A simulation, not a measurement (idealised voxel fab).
The following process module bears the name voxel transistor to metal.
FYI the section here is cut, 300 nm wide, cells are 5 nm squares.
In what follows, cross-sections appear as grids of square cells, described through bands that run from the top down, where every band is one or more rows of cells.
Basically the band line says how high the top is and how high the bottom is, in nm, and then what's in it from left to right, every material with its width in nm. Empty space shows up as "air", and if a single material carries "full width" it runs the full band edge to edge.
The level at which height equals 0 is the one under which the wafer, as it arrives, is entirely one material. No lower edge exists for the bottom band, which continues downward and is notated as in "0..down".
Width spec "30->40" -> top row of cells at first value, bottom row at second value, equal per-row change in between.
The designation "all unchanged", where it is given for a processing step, indicates that no cell of the cross-section was altered in the course of that step.
Under "Enclosed void list" you'll find the enclosed gaps, the ones with no way out to the top, that are 8 cells or bigger; each reads width x height at distance, with distance counted from the left edge, everything in nm.
Anything after a step's settings on that line? It's the simulator's own note about the step.
If you see "overlay nm" on a step's line and that step has a mask, it's telling you how far right of where it was planned the mask ended up; a negative number means it went left instead.
This section lists the process steps that were planned:
1) RECEIVE: material Si
2) OXIDIZE: depth nm 5
3) CONFORMAL_DEP: material SiN, thk nm 10
4) MASKED_ETCH: tone cover, mask id ACTIVE, width nm 105, pitch nm 130, etch materials SiN, depth nm 10, overlay nm 0
5) MASKED_ETCH: tone cover, mask id ACTIVE, width nm 105, pitch nm 130, etch materials SiO2, depth nm 5, overlay nm 0
6) MASKED_ETCH: tone cover, mask id ACTIVE, width nm 105, pitch nm 130, etch materials Si, depth nm 30, overlay nm 0
7) FILL_DEP: material SiO2, thk nm 15
8) CMP: height nm 10
9) SELECTIVE_ETCH: etch materials SiO2, depth nm 5
10) STRIP: etch materials SiN
11) SELECTIVE_ETCH: etch materials SiO2, depth nm 5
12) OXIDIZE: depth nm 5
13) DIRECTIONAL_DEP: material polySi, thk nm 30
14) DIRECTIONAL_DEP: material SiCN, thk nm 15
15) MASKED_ETCH: tone cover, mask id GATE, width nm 15, pitch nm 130, etch materials SiCN, depth nm 25, overlay nm 0
16) MASKED_ETCH: tone cover, mask id GATE, width nm 15, pitch nm 130, etch materials polySi, depth nm 40, overlay nm 0
17) CONFORMAL_DEP: material SiN, thk nm 10
18) DIRECTIONAL_ETCH: etch materials SiN, depth nm 10
19) DIRECTIONAL_ETCH: etch materials SiO2, depth nm 5
20) EPI: material SiGe, thk nm 5
21) FILL_DEP: material SiO2, thk nm 5
22) CMP: height nm 40
23) DIRECTIONAL_DEP: material SiO2, thk nm 10
24) DIRECTIONAL_DEP: material aC, thk nm 10
25) PATTERN: tone open, mask id CONTACT, material resist, width nm 30, thk nm 25, overlay nm 0
26) DIRECTIONAL_ETCH: etch materials aC, depth nm 10
27) STRIP: etch materials resist
28) DIRECTIONAL_ETCH: etch materials SiO2, depth nm 55
29) STRIP: etch materials aC
30) CONFORMAL_DEP: material TiN, thk nm 5
31) FILL_DEP: material W, thk nm 5
32) CMP: height nm 50
33) CONFORMAL_DEP: material SiN, thk nm 5
34) DIRECTIONAL_DEP: material lowk, thk nm 25
35) DIRECTIONAL_DEP: material aC, thk nm 15
36) PATTERN: tone open, mask id METAL_1, material resist, width nm 20, pitch nm 65, thk nm 35, overlay nm 0
37) DIRECTIONAL_ETCH: etch materials aC, depth nm 15
38) STRIP: etch materials resist
39) DIRECTIONAL_ETCH: etch materials lowk, depth nm 25
40) DIRECTIONAL_ETCH: etch materials SiN, depth nm 5
41) STRIP: etch materials aC
42) CONFORMAL_DEP: material TiN, thk nm 5
43) FILL_DEP: material Ru, thk nm 10
44) CMP: height nm 80
45) EPI: material Ru, thk nm 5
46) FILL_DEP: material SiCN, thk nm 5
Incoming wafer, cross-sectional view, post step 1:
	0..down = Si full width
	Enclosed void list: none
Cross-sectional view of the first of the two wafers upon completion of the module, processed in accordance with the plan:
	90..85 = SiCN full width
	85..80 = SiCN 35 | Ru 30 | SiCN 35 | Ru 30 | SiCN 35 | Ru 30 | SiCN 35 | Ru 30 | SiCN 40
	80..55 = lowk 40 | TiN 5 | Ru 10 | TiN 5 | lowk 45 | TiN 5 | Ru 10 | TiN 5 | lowk 45 | TiN 5 | Ru 10 | TiN 5 | lowk 45 | TiN 5 | Ru 10 | TiN 5 | lowk 45
	55..50 = SiN 40 | TiN 20 | SiN 45 | TiN 20 | SiN 45 | TiN 20 | SiN 45 | TiN 20 | SiN 45
	50..40 = SiO2 40 | TiN 5 | W 20->15 | TiN 5->10 | SiO2 25 | TiN 5->10 | W 20->15 | TiN 5 | SiO2 45 | TiN 5 | W 20->15 | TiN 5->10 | SiO2 25 | TiN 5->10 | W 20->15 | TiN 5 | SiO2 45
	40..25 = SiO2 40 | TiN 5 | W 15 | TiN 5 | SiN 10 | SiCN 15 | SiN 10 | TiN 5 | W 15 | TiN 5 | SiO2 45 | TiN 5 | W 15 | TiN 5 | SiN 10 | SiCN 15 | SiN 10 | TiN 5 | W 15 | TiN 5 | SiO2 45
	25..0 = SiO2 40 | TiN 5 | W 15 | TiN 5 | SiN 10 | polySi 15 | SiN 10 | TiN 5 | W 15 | TiN 5 | SiO2 45 | TiN 5 | W 15 | TiN 5 | SiN 10 | polySi 15 | SiN 10 | TiN 5 | W 15 | TiN 5 | SiO2 45
	0..-5 = SiO2 25 | SiN 10 | SiO2 5 | TiN 25 | SiN 10 | polySi 15 | SiN 10 | TiN 25 | SiO2 5 | SiN 10 | SiO2 15 | SiN 10 | SiO2 5 | TiN 25 | SiN 10 | polySi 15 | SiN 10 | TiN 25 | SiO2 5 | SiN 10 | SiO2 30
	-5..-10 = SiO2 35 | SiGe 30 | SiO2 35 | SiGe 30 | SiO2 35 | SiGe 30 | SiO2 35 | SiGe 30 | SiO2 40
	-10..-35 = SiO2 30 | Si 105 | SiO2 25 | Si 105 | SiO2 35
	-35..down = Si full width
	Enclosed void list: none
End of module, second wafer, cross-section. Started like the first, planned like the first, run with one mistake:
	90..85 = SiCN full width
	85..80 = SiCN 35 | Ru 30 | SiCN 35 | Ru 30 | SiCN 35 | Ru 30 | SiCN 35 | Ru 30 | SiCN 40
	80..55 = lowk 40 | TiN 5 | Ru 10 | TiN 5 | lowk 45 | TiN 5 | Ru 10 | TiN 5 | lowk 45 | TiN 5 | Ru 10 | TiN 5 | lowk 45 | TiN 5 | Ru 10 | TiN 5 | lowk 45
	55..50 = SiN 40 | TiN 20 | SiN 45 | TiN 20 | SiN 45 | TiN 20 | SiN 45 | TiN 20 | SiN 45
	50..40 = SiO2 40 | TiN 5 | W 20->15 | TiN 5->10 | SiO2 25 | TiN 5->10 | W 20->15 | TiN 5 | SiO2 45 | TiN 5 | W 20->15 | TiN 5->10 | SiO2 25 | TiN 5->10 | W 20->15 | TiN 5 | SiO2 45
	40..25 = SiO2 40 | TiN 5 | W 15 | TiN 5 | SiN 10 | SiCN 15 | SiN 10 | TiN 5 | W 15 | TiN 5 | SiO2 45 | TiN 5 | W 15 | TiN 5 | SiN 10 | SiCN 15 | SiN 10 | TiN 5 | W 15 | TiN 5 | SiO2 45
	25..0 = SiO2 40 | TiN 5 | W 15 | TiN 5 | SiN 10 | polySi 15 | SiN 10 | TiN 5 | W 15 | TiN 5 | SiO2 45 | TiN 5 | W 15 | TiN 5 | SiN 10 | polySi 15 | SiN 10 | TiN 5 | W 15 | TiN 5 | SiO2 45
	0..-5 = SiO2 25 | SiN 10 | SiO2 5 | TiN 25 | SiN 10 | polySi 15 | SiN 10 | TiN 25 | SiO2 5 | SiN 10 | SiO2 15 | SiN 10 | SiO2 5 | TiN 25 | SiN 10 | polySi 15 | SiN 10 | TiN 25 | SiO2 5 | SiN 10 | SiO2 30
	-5..-10 = SiO2 35 | SiGe 30 | SiO2 35 | SiGe 30 | SiO2 35 | SiGe 30 | SiO2 35 | SiGe 30 | SiO2 40
	-10..down = Si full width
	Enclosed void list: none
What was the processing mistake? step 2, actual vs plan mismatch, actual run OXIDIZE: depth nm 10
Wrapping up, a cell-based count of both wafers puts the second over or under the first for these materials: +90 Si; -90 SiO2
